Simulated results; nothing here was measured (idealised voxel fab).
process module | voxel double patterning
cross-section cut | 265 nm wide | cells 5 nm
A cross-section is a grid of square cells, given in bands from the top down. A band is one or more rows of cells.
Each band's line starts with the height of the band's top and of its bottom, in nm. Then come its materials from left to right, each with its width in nm. One material with "throughout" fills the band from edge to edge. "air" is empty space.
Height 0 is the level under which the wafer as received is all one material. The lowest band goes on downwards, as in "0 down".
A width such as "30 to 40" changes by the same amount from each row of cells to the next, from the band's top row to its bottom row.
"no change" after a step means that no cell of the cross-section changed.
closed voids: empty space of 8 cells or more with no open way to the top, each as width x height at its distance from the left edge, in nm
after a step's settings: what the simulator itself notes on the step
overlay nm, on a step with a mask: how far to the right of its planned place the mask lay; to the left if negative
plan
1 op RECEIVE | material Si
2 op CONFORMAL_DEP | material SiO2 | thk nm 10
3 op DIRECTIONAL_DEP | material W | thk nm 20
4 op DIRECTIONAL_DEP | material SiCN | thk nm 10
5 op DIRECTIONAL_DEP | material aC | thk nm 10
6 op PATTERN | tone open | mask id FIRST | material resist | width nm 15 | pitch nm 50 | thk nm 30 | overlay nm -15
7 op DIRECTIONAL_ETCH | etch materials aC | depth nm 10
8 op STRIP | etch materials resist
9 op DIRECTIONAL_ETCH | etch materials SiCN | depth nm 10
10 op STRIP | etch materials aC
11 op MASKED_ETCH | tone open | mask id SECOND | width nm 15 | etch materials SiCN | depth nm 10 | overlay nm 0
12 op DIRECTIONAL_ETCH | etch materials W | depth nm 20
13 op STRIP | etch materials SiCN
varied across the wafers: overlay nm of step 6. The plan shows the first wafer's value. All wafers start alike
first wafer as received, after step 1
  0 down: Si throughout
  closed voids: none
first wafer at the end, after step 13
  30 to 10: W 85 | air 15 | W 25 | air 25 | W 115
  10 to 0: SiO2 throughout
  0 down: Si throughout
  closed voids: none
last wafer at the end
  30 to 10: W 115 | air 25 | W 25 | air 15 | W 85
  10 to 0: SiO2 throughout
  0 down: Si throughout
  closed voids: none
each wafer at the end: cells of each material gained (+) or lost (-) since it was received, then its closed voids
overlay nm -15 | +106 SiO2 | +180 W | closed voids: none
overlay nm -10 | +106 SiO2 | +176 W | closed voids: none
overlay nm -5 | +106 SiO2 | +176 W | closed voids: none
overlay nm 0 | +106 SiO2 | +176 W | closed voids: none
overlay nm 5 | +106 SiO2 | +176 W | closed voids: none
overlay nm 10 | +106 SiO2 | +176 W | closed voids: none
overlay nm 15 | +106 SiO2 | +180 W | closed voids: none
